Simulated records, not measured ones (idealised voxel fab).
The following is a process module called voxel gate over fins.
Pictured: cross-section cut, 235 nm wide, on a grid of 5 nm square cells.
Cross-section, as written here: a square-cell grid given band by band from the top down, where a band holds one or more rows of cells. In this notation a band is specified by the heights of its top and bottom, in that order and in nm, after which its materials appear from left to right, each paired with its width in nm. The word "throughout" attached to a single material means that material fills the band from edge to edge; the word "air" stands for empty space. The level at which height equals 0 is the one under which the wafer, as it arrives, is entirely one material. No lower edge exists for the bottom band, which continues downward and is notated as in "0 nm and below". You'd read "30..40" like this: the band's top row of cells is as wide as the first number, its bottom row is as wide as the second, and going down, every row changes width by the same amount as the row before did. A step reported as "nothing different" is a step in which no cell of the cross-section changed. You'll see "Cavities, sealed" listing empty spaces that have no way open to the top, as long as they're 8 cells or more; the notation is width x height at distance, where the distance is from the left edge, and all of it is in nm. Whatever follows a step's settings on its line is a remark the simulator itself makes about that step. Among the settings permitted on a step's line is "overlay nm"; applied to a step with a mask, it specifies the extent to which the mask lay to the right of its planned position, whereas a negative figure signifies a position to the left.

-- Set out below are the planned steps of the process
1 op RECEIVE | material Si
2 op CONFORMAL_DEP | material SiN | thk nm 5
3 op PATTERN | tone cover | mask id FINS | material resist | width nm 15 | pitch nm 35 | thk nm 15 | overlay nm 0
4 op DIRECTIONAL_ETCH | etch materials SiN | depth nm 5
5 op DIRECTIONAL_ETCH | etch materials Si | depth nm 35
6 op STRIP | etch materials resist
7 op FILL_DEP | material SiO2 | thk nm 5
8 op CMP | height nm 5
9 op SELECTIVE_ETCH | etch materials SiO2 | depth nm 15
10 op STRIP | etch materials SiN
11 op CONFORMAL_DEP | material HfO2 | thk nm 5
12 op CONFORMAL_DEP | material TiN | thk nm 5
13 op FILL_DEP | material W | thk nm 10
14 op CMP | height nm 15
15 op CONFORMAL_DEP | material SiN | thk nm 5

-- Cross-section of the wafer upon arrival, representing the state reached after step 1
- 0 nm and below  Si throughout
- Cavities, sealed: none

-- Wafer cross-section at end of module: start and plan as shown above, one execution error
- 20 nm to 15 nm  SiN throughout
- 15 nm to 10 nm  W throughout
- 10 nm to 5 nm  65 W | 110 TiN | 60 W
- 5 nm to 0 nm  65 W | 5 TiN | 30 HfO2 | 5 TiN | 30 HfO2 | 5 TiN | 30 HfO2 | 5 TiN | 60 W
- 0 nm to -5 nm  70 TiN | 5 HfO2 | 20 Si | 5 HfO2 | 5 TiN | 5 HfO2 | 20 Si | 5 HfO2 | 5 TiN | 5 HfO2 | 20 Si | 5 HfO2 | 65 TiN
- -5 nm to -10 nm  75 HfO2 | 20 Si | 15 HfO2 | 20 Si | 15 HfO2 | 20 Si | 70 HfO2
- -10 nm to -35 nm  75 SiO2 | 20 Si | 15 SiO2 | 20 Si | 15 SiO2 | 20 Si | 70 SiO2
- -35 nm and below  Si throughout
- Cavities, sealed: none
What went wrong in running the wafer? so step 3 ended up running with a different setting than we planned, it ran as op PATTERN | tone cover | mask id FINS | material resist | width nm 20 | pitch nm 35 | thk nm 15 | overlay nm 0
